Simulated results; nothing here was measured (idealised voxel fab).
process module | voxel trench capacitor
Shown is cross-section cut, with a width of 280 nm and square cells of size 5 nm.
Heads up, the way a cross-section reads in here is a grid of square cells, handed over as bands from the top down, with every band being one or more rows of cells. Top height, bottom height, nm. Materials left to right, width each, nm. Single material + "everywhere" = fills band edge to edge. "empty" = empty. Height is counted from the level 0, under which the received wafer is composed throughout of one material. The lowest of the bands is not closed at the bottom but continues downward, in the notation "0..down". Width: "30 to 40" (first number = top row, second number = bottom row, same change from row to row of cells). Reading "no change occurred" for a step: not a cell of the cross-section changed in it. Entry "Cavities, sealed". Content: empty spaces with no open connection to the top, size 8 cells or greater. Each: width x height at distance. Distance: from left edge. Unit: nm. That trailing text on a step's line, after the settings, is the simulator's own remark on the step. The "overlay nm" setting may appear on a step's line; for a step that uses a mask, it gives how far to the right of its planned position the mask lay, and a negative value indicates the left.

Intended process steps
1,RECEIVE (material Si)
2,CONFORMAL_DEP (material SiN; thk nm 5)
3,PATTERN (tone open; mask id TRENCH; material resist; width nm 25; pitch nm 55; thk nm 15; overlay nm 0)
4,DIRECTIONAL_ETCH (etch materials SiN; depth nm 5)
5,DIRECTIONAL_ETCH (etch materials Si; depth nm 25)
6,STRIP (etch materials resist)
7,CONFORMAL_DEP (material Al2O3; thk nm 5)
8,FILL_DEP (material polySi; thk nm 5)
9,CMP (height nm 5)

Account of the first of two wafers, which was processed as intended

As received (post step 1): cross-section
* 0..down | Si everywhere
* Cavities, sealed: none

After step 2, in cross-section
* 5..0 | SiN everywhere
* Rest of section, below 0: as before.

After step 3, in cross-section
* 20..5 | resist (100)  empty (25)  resist (30)  empty (25)  resist (100)
* Rest of section, below 5: as before.

After step 4, in cross-section
* 20..5 | resist (100)  empty (25)  resist (30)  empty (25)  resist (100)
* 5..0 | SiN (100)  empty (25)  SiN (30)  empty (25)  SiN (100)
* Rest of section, below 0: as before.

After step 5, in cross-section
* 20..5 | resist (100)  empty (25)  resist (30)  empty (25)  resist (100)
* 5..0 | SiN (100)  empty (25)  SiN (30)  empty (25)  SiN (100)
* 0..-25 | Si (100)  empty (25)  Si (30)  empty (25)  Si (100)
* Rest of section, below -25: as before.

After step 6, in cross-section
* 5..0 | SiN (100)  empty (25)  SiN (30)  empty (25)  SiN (100)
* Rest of section, below 0: as before.

After step 7, in cross-section
* 10..5 | Al2O3 (105)  empty (15)  Al2O3 (40)  empty (15)  Al2O3 (105)
* 5..0 | SiN (100)  Al2O3 (5)  empty (15)  Al2O3 (5)  SiN (30)  Al2O3 (5)  empty (15)  Al2O3 (5)  SiN (100)
* 0..-20 | Si (100)  Al2O3 (5)  empty (15)  Al2O3 (5)  Si (30)  Al2O3 (5)  empty (15)  Al2O3 (5)  Si (100)
* -20..-25 | Si (100)  Al2O3 (25)  Si (30)  Al2O3 (25)  Si (100)
* Rest of section, below -25: as before.

After step 8, in cross-section
* 15..10 | polySi everywhere
* 10..5 | Al2O3 (105)  polySi (15)  Al2O3 (40)  polySi (15)  Al2O3 (105)
* 5..0 | SiN (100)  Al2O3 (5)  polySi (15)  Al2O3 (5)  SiN (30)  Al2O3 (5)  polySi (15)  Al2O3 (5)  SiN (100)
* 0..-20 | Si (100)  Al2O3 (5)  polySi (15)  Al2O3 (5)  Si (30)  Al2O3 (5)  polySi (15)  Al2O3 (5)  Si (100)
* Rest of section, below -20: as before.

After step 9, in cross-section
* 5..0 | SiN (100)  Al2O3 (5)  polySi (15)  Al2O3 (5)  SiN (30)  Al2O3 (5)  polySi (15)  Al2O3 (5)  SiN (100)
* Rest of section, below 0: as before.

Companion wafer, the second of two: same beginning, same intended sequence, one mistake in carrying it out; through step 2 inclusive it tracks the first exactly

The second wafer in cross-section, at the planned close of step 3
* 20..5 | resist (105)  empty (15)  resist (40)  empty (15)  resist (105)
* Rest of section, below 5: as before.

The second wafer in cross-section, at the planned close of step 4
* 20..5 | resist (105)  empty (15)  resist (40)  empty (15)  resist (105)
* 5..0 | SiN (105)  empty (15)  SiN (40)  empty (15)  SiN (105)
* Rest of section, below 0: as before.

The second wafer in cross-section, at the planned close of step 5
* 20..5 | resist (105)  empty (15)  resist (40)  empty (15)  resist (105)
* 5..0 | SiN (105)  empty (15)  SiN (40)  empty (15)  SiN (105)
* 0..-25 | Si (105)  empty (15)  Si (40)  empty (15)  Si (105)
* Rest of section, below -25: as before.

The second wafer in cross-section, at the planned close of step 6
* 5..0 | SiN (105)  empty (15)  SiN (40)  empty (15)  SiN (105)
* Rest of section, below 0: as before.

The second wafer in cross-section, at the planned close of step 7
* 10..5 | Al2O3 (110)  empty (5)  Al2O3 (50)  empty (5)  Al2O3 (110)
* 5..0 | SiN (105)  Al2O3 (5)  empty (5)  Al2O3 (5)  SiN (40)  Al2O3 (5)  empty (5)  Al2O3 (5)  SiN (105)
* 0..-20 | Si (105)  Al2O3 (5)  empty (5)  Al2O3 (5)  Si (40)  Al2O3 (5)  empty (5)  Al2O3 (5)  Si (105)
* -20..-25 | Si (105)  Al2O3 (15)  Si (40)  Al2O3 (15)  Si (105)
* Rest of section, below -25: as before.

The second wafer in cross-section, at the planned close of step 8
* 15..10 | polySi everywhere
* 10..5 | Al2O3 (110)  polySi (5)  Al2O3 (50)  polySi (5)  Al2O3 (110)
* 5..0 | SiN (105)  Al2O3 (5)  polySi (5)  Al2O3 (5)  SiN (40)  Al2O3 (5)  polySi (5)  Al2O3 (5)  SiN (105)
* 0..-20 | Si (105)  Al2O3 (5)  polySi (5)  Al2O3 (5)  Si (40)  Al2O3 (5)  polySi (5)  Al2O3 (5)  Si (105)
* Rest of section, below -20: as before.

The second wafer in cross-section, at the planned close of step 9
* 5..0 | SiN (105)  Al2O3 (5)  polySi (5)  Al2O3 (5)  SiN (40)  Al2O3 (5)  polySi (5)  Al2O3 (5)  SiN (105)
* Rest of section, below 0: as before.
Misprocessing identified: step 3 ran as: PATTERN (tone open; mask id TRENCH; material resist; width nm 15; pitch nm 55; thk nm 15; overlay nm 0)
Count the cells at the end and the second wafer has more or fewer of some materials than the first: Al2O3 -4 | Si +20 | SiN +4 | polySi -20
